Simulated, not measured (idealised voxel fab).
Name of the process module below: voxel ribs on slabs
For reference, the cross-section in this document is cut, with width 250 nm and square cells of 5 nm.
A cross-section is written here as square cells arranged in a grid, and it is given in bands from the top down, each band taking up one or more rows of cells. Heads up on the band format: heights come first, top then bottom, in nm. After that it's the materials left to right, each with its width in nm. A single material flagged "everywhere" fills the whole band edge to edge, and "empty" means there's empty space there. Heights are measured from 0, the level below which the as-received wafer is all one material; the lowest band has no bottom and continues downward, written as in "0..down". It should be noted that a width expressed as "30 to 40" varies in equal increments from row to row of cells within the band, taking the value of the first number at the top row and that of the second number at the bottom row. Step marked "changes: none"? Then no cell in the cross-section changed in it. Empty spaces without an open route to the top, at least 8 cells in extent, make up the entry "Completely sealed voids"; each is given as width x height at distance, where the distance is measured from the left edge, and all are in nm. Post-settings text on a step line: simulator's own remark regarding the step. "overlay nm" on a masked step: distance the mask lay right of its planned place, negative for left.
-- Listed below are the process steps as planned
1 op RECEIVE | material Si
2 op DIRECTIONAL_DEP | material SiO2 | thk nm 25
3 op DIRECTIONAL_DEP | material polySi | thk nm 15
4 op DIRECTIONAL_DEP | material aC | thk nm 15
5 op PATTERN | tone cover | mask id RIB | material resist | width nm 20 | thk nm 35 | overlay nm 0
6 op DIRECTIONAL_ETCH | etch materials aC | depth nm 15
7 op STRIP | etch materials resist
8 op DIRECTIONAL_ETCH | etch materials polySi | depth nm 10
9 op STRIP | etch materials aC
10 op PATTERN | tone cover | mask id SLAB | material resist | width nm 50 | thk nm 15 | overlay nm 0
11 op DIRECTIONAL_ETCH | etch materials polySi | depth nm 5
12 op STRIP | etch materials resist
13 op FILL_DEP | material SiO2 | thk nm 30
14 op CMP | height nm 60
15 op DIRECTIONAL_DEP | material W | thk nm 5
16 op PATTERN | tone cover | mask id HEATER | material resist | width nm 30 | thk nm 20 | overlay nm 0
17 op DIRECTIONAL_ETCH | etch materials W | depth nm 5
18 op STRIP | etch materials resist
19 op CONFORMAL_DEP | material SiN | thk nm 5
-- Incoming wafer, cross-sectional view, post step 1
- 0..down: Si everywhere
- Completely sealed voids: none
-- a wafer at the end: this start, this plan, one mistake
- 70..65: empty (105), then SiN (40), then empty (105)
- 65..60: SiN (110), then W (30), then SiN (110)
- 60..35: SiO2 everywhere
- 35..30: SiO2 (115), then polySi (20), then SiO2 (115)
- 30..25: polySi (100), then SiO2 (15), then polySi (20), then SiO2 (15), then polySi (100)
- 25..0: SiO2 everywhere
- 0..down: Si everywhere
- Completely sealed voids: none
What was the processing mistake? so step 10 ended up running with a different setting than we planned, it ran as op PATTERN | tone open | mask id SLAB | material resist | width nm 50 | thk nm 15 | overlay nm 0
